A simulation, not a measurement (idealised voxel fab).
Title: Process Module voxel transistor to metal
FYI the section here is cut, 185 nm wide, cells are 5 nm squares.
Think of the cross-section as a grid of square cells. We describe it in bands, top to bottom, and each band covers one or more rows of those cells. What a band's entry tells you: where the top is and where the bottom is, as heights in nm, and after that what lies inside, material by material from left to right, each with its width in nm. Empty space is written as the word "air", and a single material marked with the word "full width" occupies the band from edge to edge. It should be noted that heights are counted from 0, beneath which the wafer as supplied is of one material throughout, and that the lowest band possesses no lower boundary but continues downward, as written in "0 nm and below". Quick explanation for "30 to 40": the width changes in equal steps down the rows of cells, from the first number in the band's top row to the second number in its bottom row. When a step is marked "no modifications", none of the cells in the cross-section changed during that step. "Closed void entries" - sealed voids, min. 8 cells, no opening to top; format: width x height at distance (distance from left edge; nm throughout). On each step's line, the part that comes after the settings is the simulator's own comment on the step. overlay nm, on a step with a mask: how far to the right of its planned place the mask lay; to the left if negative.

Process steps - plan
| 1 | RECEIVE [material Si] |
| 2 | OXIDIZE [depth nm 5] |
| 3 | CONFORMAL_DEP [material SiN] [thk nm 10] |
| 4 | MASKED_ETCH [tone cover] [mask id ACTIVE] [width nm 105] [etch materials SiN] [depth nm 10] [overlay nm 0] |
| 5 | MASKED_ETCH [tone cover] [mask id ACTIVE] [width nm 105] [etch materials SiO2] [depth nm 5] [overlay nm 0] |
| 6 | MASKED_ETCH [tone cover] [mask id ACTIVE] [width nm 105] [etch materials Si] [depth nm 35] [overlay nm 0] |
| 7 | FILL_DEP [material SiO2] [thk nm 10] |
| 8 | CMP [height nm 10] |
| 9 | SELECTIVE_ETCH [etch materials SiO2] [depth nm 10] |
| 10 | STRIP [etch materials SiN] |
| 11 | SELECTIVE_ETCH [etch materials SiO2] [depth nm 5] |
| 12 | OXIDIZE [depth nm 5] |
| 13 | DIRECTIONAL_DEP [material polySi] [thk nm 25] |
| 14 | DIRECTIONAL_DEP [material SiCN] [thk nm 10] |
| 15 | MASKED_ETCH [tone cover] [mask id GATE] [width nm 15] [etch materials SiCN] [depth nm 20] [overlay nm 0] |
| 16 | MASKED_ETCH [tone cover] [mask id GATE] [width nm 15] [etch materials polySi] [depth nm 35] [overlay nm 0] |
| 17 | CONFORMAL_DEP [material SiO2] [thk nm 5] |
| 18 | DIRECTIONAL_ETCH [etch materials SiO2] [depth nm 5] |
| 19 | CONFORMAL_DEP [material SiN] [thk nm 10] |
| 20 | DIRECTIONAL_ETCH [etch materials SiN] [depth nm 10] |
| 21 | DIRECTIONAL_ETCH [etch materials SiO2] [depth nm 5] |
| 22 | EPI [material SiGe] [thk nm 5] |
| 23 | FILL_DEP [material SiO2] [thk nm 10] |
| 24 | CMP [height nm 30] |
| 25 | DIRECTIONAL_DEP [material SiO2] [thk nm 10] |
| 26 | DIRECTIONAL_DEP [material aC] [thk nm 10] |
| 27 | PATTERN [tone open] [mask id CONTACT] [material resist] [width nm 35] [pitch nm 60] [thk nm 25] [overlay nm 0] |
| 28 | DIRECTIONAL_ETCH [etch materials aC] [depth nm 10] |
| 29 | STRIP [etch materials resist] |
| 30 | DIRECTIONAL_ETCH [etch materials SiO2] [depth nm 45] |
| 31 | STRIP [etch materials aC] |
| 32 | CONFORMAL_DEP [material TiN] [thk nm 5] |
| 33 | FILL_DEP [material Ru] [thk nm 10] |
| 34 | CMP [height nm 40] |
| 35 | CONFORMAL_DEP [material SiN] [thk nm 5] |
| 36 | DIRECTIONAL_DEP [material SiO2] [thk nm 15] |
| 37 | MASKED_ETCH [tone open] [mask id METAL_1] [width nm 20] [pitch nm 75] [etch materials SiO2] [depth nm 15] [overlay nm 0] |
| 38 | MASKED_ETCH [tone open] [mask id METAL_1] [width nm 20] [pitch nm 75] [etch materials SiN] [depth nm 5] [overlay nm 0] |
| 39 | CONFORMAL_DEP [material TiN] [thk nm 5] |
| 40 | FILL_DEP [material Ru] [thk nm 10] |
| 41 | CMP [height nm 60] |
| 42 | CONFORMAL_DEP [material SiCN] [thk nm 5] |
| 43 | DIRECTIONAL_DEP [material SiO2] [thk nm 30] |
| 44 | MASKED_ETCH [tone open] [mask id METAL_2] [width nm 20] [pitch nm 75] [etch materials SiO2] [depth nm 15] [overlay nm 0] |
| 45 | PATTERN [tone open] [mask id METAL_2_HOLES] [material resist] [width nm 15] [pitch nm 75] [thk nm 20] [overlay nm 0] |
| 46 | DIRECTIONAL_ETCH [etch materials SiO2] [depth nm 15] |
| 47 | DIRECTIONAL_ETCH [etch materials SiCN] [depth nm 5] |
| 48 | STRIP [etch materials resist] |
| 49 | CONFORMAL_DEP [material TiN] [thk nm 5] |
| 50 | FILL_DEP [material Ru] [thk nm 5] |
| 51 | CMP [height nm 95] |
| 52 | CONFORMAL_DEP [material SiN] [thk nm 5] |

Cross-section of the wafer at receipt, which is the condition after step 1
0 nm and below | Si full width
Closed void entries: none

Final cross-section, module run with one mistake (start and plan as above)
100 nm to 95 nm | SiN full width
95 nm to 85 nm | SiO2 45  TiN 5  Ru 10  TiN 5  SiO2 55  TiN 5  Ru 10  TiN 5  SiO2 45
85 nm to 80 nm | SiO2 45  TiN 5  Ru 5  TiN 10  SiO2 55  TiN 5  Ru 5  TiN 10  SiO2 45
80 nm to 65 nm | SiO2 45  TiN 5  Ru 5  TiN 5  SiO2 60  TiN 5  Ru 5  TiN 5  SiO2 50
65 nm to 60 nm | SiCN 45  TiN 15  SiCN 60  TiN 15  SiCN 50
60 nm to 50 nm | SiO2 45  TiN 5  Ru 10  TiN 5  SiO2 55  TiN 5  Ru 10  TiN 5  SiO2 45
50 nm to 45 nm | SiN 45  TiN 20  SiN 55  TiN 20  SiN 45
45 nm to 40 nm | TiN 50  Ru 25  TiN 35  Ru 25  TiN 50
40 nm to 30 nm | SiO2 45  TiN 5  Ru 25 to 15  TiN 5 to 15  SiO2 25  TiN 5 to 15  Ru 25 to 15  TiN 5  SiO2 45
30 nm to 20 nm | SiO2 45  TiN 5  Ru 15  TiN 5  SiN 10  SiO2 5  SiCN 15  SiO2 5  SiN 10  TiN 5  Ru 15  TiN 5  SiO2 45
20 nm to 0 nm | SiO2 45  TiN 5  Ru 15  TiN 5  SiN 10  SiO2 5  polySi 15  SiO2 5  SiN 10  TiN 5  Ru 15  TiN 5  SiO2 45
0 nm to -5 nm | SiO2 45  TiN 25  SiN 10  SiO2 5  polySi 15  SiO2 5  SiN 10  TiN 25  SiO2 45
-5 nm to -10 nm | SiO2 35  SiGe 35  SiO2 45  SiGe 35  SiO2 35
-10 nm to -40 nm | SiO2 40  Si 105  SiO2 40
-40 nm and below | Si full width
Closed void entries: none
Here's what went sideways: so step 34 ended up running with a different setting than we planned, it ran as CMP [height nm 45]
